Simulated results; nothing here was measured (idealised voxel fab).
process module | voxel fin reveal
cross-section cut | 190 nm wide | cells 5 nm
A cross-section is a grid of square cells, given in bands from the top down. A band is one or more rows of cells.
Each band's line starts with the height of the band's top and of its bottom, in nm. Then come its materials from left to right, each with its width in nm. One material with "throughout" fills the band from edge to edge. "air" is empty space.
Height 0 is the level under which the wafer as received is all one material. The lowest band goes on downwards, as in "0 down".
A width such as "30 to 40" changes by the same amount from each row of cells to the next, from the band's top row to its bottom row.
"no change" after a step means that no cell of the cross-section changed.
closed voids: empty space of 8 cells or more with no open way to the top, each as width x height at its distance from the left edge, in nm
after a step's settings: what the simulator itself notes on the step
overlay nm, on a step with a mask: how far to the right of its planned place the mask lay; to the left if negative
plan
1 op RECEIVE | material Si
2 op CONFORMAL_DEP | material SiN | thk nm 5
3 op PATTERN | tone cover | mask id FINS | material resist | width nm 15 | pitch nm 45 | thk nm 20 | overlay nm 0
4 op DIRECTIONAL_ETCH | etch materials SiN | depth nm 5
5 op DIRECTIONAL_ETCH | etch materials Si | depth nm 35
6 op STRIP | etch materials resist
7 op OXIDIZE | depth nm 5
8 op FILL_DEP | material SiO2 | thk nm 5
9 op CMP | height nm 5
10 op SELECTIVE_ETCH | etch materials SiO2 | depth nm 15
11 op STRIP | etch materials SiN
12 op CONFORMAL_DEP | material SiO2 | thk nm 5
as received, after step 1
  0 down: Si throughout
  closed voids: none
first wafer at the end, as planned
  5 to 0: air 20 | SiO2 15 | air 30 | SiO2 15 | air 30 | SiO2 15 | air 30 | SiO2 15 | air 20
  0 to -5: air 20 | SiO2 5 | Si 5 | SiO2 5 | air 30 | SiO2 5 | Si 5 | SiO2 5 | air 30 | SiO2 5 | Si 5 | SiO2 5 | air 30 | SiO2 5 | Si 5 | SiO2 5 | air 20
  -5 to -40: SiO2 25 | Si 5 | SiO2 40 | Si 5 | SiO2 40 | Si 5 | SiO2 40 | Si 5 | SiO2 25
  -40 down: Si throughout
  closed voids: none
second wafer at the end: like start, like plan, one mistake
  0 to -10: air 25 | Si 5 | air 40 | Si 5 | air 40 | Si 5 | air 40 | Si 5 | air 25
  -10 to -40: SiO2 25 | Si 5 | SiO2 40 | Si 5 | SiO2 40 | Si 5 | SiO2 40 | Si 5 | SiO2 25
  -40 down: Si throughout
  closed voids: none
what went wrong: step 12 was left out
at the end the second wafer has, in cells: 54 fewer of SiO2
